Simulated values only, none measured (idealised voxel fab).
process module | voxel wiring stack
cross-section cut | 270 nm wide | cells 5 nm
A cross-section is a grid of square cells, given in bands from the top down. A band is one or more rows of cells.
Each band's line starts with the height of the band's top and of its bottom, in nm. Then come its materials from left to right, each with its width in nm. One material with "throughout" fills the band from edge to edge. "air" is empty space.
Height 0 is the level under which the wafer as received is all one material. The lowest band goes on downwards, as in "0 down".
A width such as "30 to 40" changes by the same amount from each row of cells to the next, from the band's top row to its bottom row.
"no change" after a step means that no cell of the cross-section changed.
closed voids: empty space of 8 cells or more with no open way to the top, each as width x height at its distance from the left edge, in nm
after a step's settings: what the simulator itself notes on the step
overlay nm, on a step with a mask: how far to the right of its planned place the mask lay; to the left if negative
plan
1 op RECEIVE | material Si
2 op CONFORMAL_DEP | material SiO2 | thk nm 15
3 op CONFORMAL_DEP | material SiN | thk nm 5
4 op DIRECTIONAL_DEP | material lowk | thk nm 25
5 op DIRECTIONAL_DEP | material aC | thk nm 15
6 op PATTERN | tone open | mask id METAL_1 | material resist | width nm 30 | pitch nm 50 | thk nm 30 | overlay nm 0
7 op DIRECTIONAL_ETCH | etch materials aC | depth nm 15
8 op STRIP | etch materials resist
9 op DIRECTIONAL_ETCH | etch materials lowk | depth nm 25
10 op DIRECTIONAL_ETCH | etch materials SiN | depth nm 5
11 op STRIP | etch materials aC
12 op CONFORMAL_DEP | material TiN | thk nm 5
13 op FILL_DEP | material Cu | thk nm 10
14 op CMP | height nm 45
15 op CONFORMAL_DEP | material SiCN | thk nm 5
16 op DIRECTIONAL_DEP | material SiO2 | thk nm 15
17 op DIRECTIONAL_DEP | material aC | thk nm 15
18 op PATTERN | tone open | mask id PLUG_1 | material resist | width nm 15 | pitch nm 50 | thk nm 30 | overlay nm 0
19 op DIRECTIONAL_ETCH | etch materials aC | depth nm 15
20 op STRIP | etch materials resist
21 op DIRECTIONAL_ETCH | etch materials SiO2 | depth nm 15
22 op DIRECTIONAL_ETCH | etch materials SiCN | depth nm 5
23 op STRIP | etch materials aC
24 op CONFORMAL_DEP | material TiN | thk nm 5
25 op FILL_DEP | material W | thk nm 5
26 op CMP | height nm 65
27 op DIRECTIONAL_DEP | material TiN | thk nm 5
28 op DIRECTIONAL_DEP | material Ru | thk nm 20
29 op MASKED_ETCH | tone cover | mask id METAL_2 | width nm 30 | pitch nm 50 | etch materials Ru | depth nm 20 | overlay nm 0
30 op MASKED_ETCH | tone cover | mask id METAL_2 | width nm 30 | pitch nm 50 | etch materials TiN | depth nm 5 | overlay nm 0
31 op FILL_DEP | material lowk | thk nm 10
32 op CMP | height nm 90
33 op CONFORMAL_DEP | material SiCN | thk nm 5
34 op DIRECTIONAL_DEP | material SiO2 | thk nm 15
35 op DIRECTIONAL_DEP | material aC | thk nm 15
36 op PATTERN | tone open | mask id PLUG_2 | material resist | width nm 15 | thk nm 30 | overlay nm 0
37 op DIRECTIONAL_ETCH | etch materials aC | depth nm 15
38 op STRIP | etch materials resist
39 op DIRECTIONAL_ETCH | etch materials SiO2 | depth nm 15
40 op DIRECTIONAL_ETCH | etch materials SiCN | depth nm 5
41 op STRIP | etch materials aC
42 op CONFORMAL_DEP | material TiN | thk nm 5
43 op FILL_DEP | material W | thk nm 5
44 op CMP | height nm 110
45 op DIRECTIONAL_DEP | material TiN | thk nm 5
46 op DIRECTIONAL_DEP | material Ru | thk nm 15
47 op PATTERN | tone cover | mask id METAL_3 | material resist | width nm 30 | pitch nm 50 | thk nm 15 | overlay nm 0
48 op DIRECTIONAL_ETCH | etch materials Ru | depth nm 15
49 op DIRECTIONAL_ETCH | etch materials TiN | depth nm 5
50 op STRIP | etch materials resist
51 op CONFORMAL_DEP | material SiCN | thk nm 5
52 op FILL_DEP | material lowk | thk nm 10
53 op CMP | height nm 130
54 op CONFORMAL_DEP | material SiCN | thk nm 5
as received, after step 1
  0 down: Si throughout
  closed voids: none
first wafer at the end, as planned
  135 to 130: SiCN throughout
  130 to 115: lowk 90 | SiCN 5 | Ru 30 | SiCN 5 | lowk 10 | SiCN 5 | Ru 30 | SiCN 5 | lowk 90
  115 to 110: SiCN 95 | TiN 30 | SiCN 20 | TiN 30 | SiCN 95
  110 to 95: SiO2 95 | TiN 5 | W 5 | TiN 5 | SiO2 160
  95 to 90: SiCN 95 | TiN 15 | SiCN 160
  90 to 70: lowk 95 | Ru 30 | lowk 20 | Ru 30 | lowk 95
  70 to 65: lowk 95 | TiN 30 | lowk 20 | TiN 30 | lowk 95
  65 to 50: SiO2 95 | TiN 5 | W 5 | TiN 5 | SiO2 35 | TiN 5 | W 5 | TiN 5 | SiO2 110
  50 to 45: SiCN 95 | TiN 15 | SiCN 35 | TiN 15 | SiCN 110
  45 to 20: lowk 95 | TiN 5 | Cu 20 | TiN 5 | lowk 20 | TiN 5 | Cu 20 | TiN 5 | lowk 95
  20 to 15: SiN 95 | TiN 30 | SiN 20 | TiN 30 | SiN 95
  15 to 0: SiO2 throughout
  0 down: Si throughout
  closed voids: none
second wafer at the end: like start, like plan, one mistake
  135 to 130: SiCN throughout
  130 to 115: lowk 90 | SiCN 5 | Ru 30 | SiCN 5 | lowk 10 | SiCN 5 | Ru 30 | SiCN 5 | lowk 90
  115 to 110: SiCN 95 | TiN 30 | SiCN 20 | TiN 30 | SiCN 95
  110 to 95: SiO2 95 | TiN 5 | W 5 | TiN 5 | SiO2 160
  95 to 90: SiCN 95 | TiN 15 | SiCN 160
  90 to 70: lowk 95 | Ru 30 | lowk 20 | Ru 30 | lowk 95
  70 to 65: lowk 95 | TiN 30 | lowk 20 | TiN 30 | lowk 95
  65 to 50: SiO2 95 | TiN 5 | W 5 | TiN 5 | SiO2 35 | TiN 5 | W 5 | TiN 5 | SiO2 110
  50 to 45: SiCN 95 | TiN 15 | SiCN 35 | TiN 15 | SiCN 110
  45 to 20: lowk 95 | TiN 5 | SiCN 20 | TiN 5 | lowk 20 | TiN 5 | SiCN 20 | TiN 5 | lowk 95
  20 to 15: SiN 95 | TiN 30 | SiN 20 | TiN 30 | SiN 95
  15 to 0: SiO2 throughout
  0 down: Si throughout
  closed voids: none
what went wrong: step 13 ran as: op FILL_DEP | material SiCN | thk nm 10
at the end the second wafer has, in cells: 40 fewer of Cu | 40 more of SiCN
